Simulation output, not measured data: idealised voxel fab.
process module | voxel gate over fins
Section cut is 225 nm wide and gridded with 5 nm square cells.
Cross-sections here: square-cell grids, written as top-down lists of bands, a band being one or more rows of cells. Top, bottom (nm), then materials left to right with widths (nm); lone material tagged "everywhere" fills the whole band edge to edge; "air" = empty space. Heads up on the height convention: 0 is the point under which the incoming wafer is all one material, and the lowest band has no bottom, it just keeps going down, like "from 0 down". Top row gets the first number, bottom row gets the second, and each row in between changes by the same step: that is how a band width like "30 to 40" works. The designation "identical to before", where it is given for a processing step, indicates that no cell of the cross-section was altered in the course of that step. In the "Voids, enclosed" entry, you get each enclosed empty space of 8 cells or more, one with no open way to the top, written width x height at distance, distance from the left edge, in nm. Past the settings on a step's line: simulator remark, on that step. The setting "overlay nm" may be written on the line of a step. When the step uses a mask, the value reports how far to the right of the planned place the mask lay, and a negative value reports that it lay to the left.

plan
step 1: RECEIVE with material Si
step 2: CONFORMAL_DEP with material SiN, thk nm 10
step 3: DIRECTIONAL_DEP with material aC, thk nm 15
step 4: PATTERN with tone cover, mask id FINS, material resist, width nm 15, pitch nm 35, thk nm 30, overlay nm 0
step 5: DIRECTIONAL_ETCH with etch materials aC, depth nm 15
step 6: STRIP with etch materials resist
step 7: DIRECTIONAL_ETCH with etch materials SiN, depth nm 10
step 8: DIRECTIONAL_ETCH with etch materials Si, depth nm 40
step 9: STRIP with etch materials aC
step 10: OXIDIZE with depth nm 5
step 11: FILL_DEP with material SiO2, thk nm 10
step 12: CMP with height nm 10
step 13: SELECTIVE_ETCH with etch materials SiO2, depth nm 20
step 14: STRIP with etch materials SiN
step 15: CONFORMAL_DEP with material HfO2, thk nm 5
step 16: CONFORMAL_DEP with material TiN, thk nm 5
step 17: CONFORMAL_DEP with material TiAl, thk nm 5
step 18: CONFORMAL_DEP with material TiN, thk nm 5
step 19: FILL_DEP with material W, thk nm 10
step 20: CMP with height nm 25
step 21: CONFORMAL_DEP with material SiN, thk nm 10

Step 1 complete: cross-section of the wafer as received
- from 0 down = Si everywhere
- Voids, enclosed: none

The module was run from the start shown above using the plan shown above, but one mistake was made doing it; the resulting wafer cross-section is below
- from 35 to 25 = SiN everywhere
- from 25 to 20 = W everywhere
- from 20 to 15 = W 45 nm | TiN 150 nm | W 30 nm
- from 15 to 10 = W 45 nm | TiN 5 nm | TiAl 140 nm | TiN 5 nm | W 30 nm
- from 10 to 5 = TiN 50 nm | TiAl 5 nm | TiN 25 nm | TiAl 10 nm | TiN 25 nm | TiAl 10 nm | TiN 25 nm | TiAl 10 nm | TiN 25 nm | TiAl 5 nm | TiN 35 nm
- from 5 to 0 = TiAl 55 nm | TiN 5 nm | HfO2 15 nm | TiN 5 nm | TiAl 10 nm | TiN 5 nm | HfO2 15 nm | TiN 5 nm | TiAl 10 nm | TiN 5 nm | HfO2 15 nm | TiN 5 nm | TiAl 10 nm | TiN 5 nm | HfO2 15 nm | TiN 5 nm | TiAl 40 nm
- from 0 to -5 = TiN 60 nm | HfO2 5 nm | Si 5 nm | HfO2 5 nm | TiN 20 nm | HfO2 5 nm | Si 5 nm | HfO2 5 nm | TiN 20 nm | HfO2 5 nm | Si 5 nm | HfO2 5 nm | TiN 20 nm | HfO2 5 nm | Si 5 nm | HfO2 5 nm | TiN 45 nm
- from -5 to -10 = HfO2 65 nm | Si 5 nm | HfO2 30 nm | Si 5 nm | HfO2 30 nm | Si 5 nm | HfO2 30 nm | Si 5 nm | HfO2 50 nm
- from -10 to -45 = SiO2 65 nm | Si 5 nm | SiO2 30 nm | Si 5 nm | SiO2 30 nm | Si 5 nm | SiO2 30 nm | Si 5 nm | SiO2 50 nm
- from -45 down = Si everywhere
- Voids, enclosed: none
The plan and the run diverged here: step 4 went in with a setting other than planned; the actual run was PATTERN with tone cover, mask id FINS, material resist, width nm 15, pitch nm 35, thk nm 30, overlay nm 10
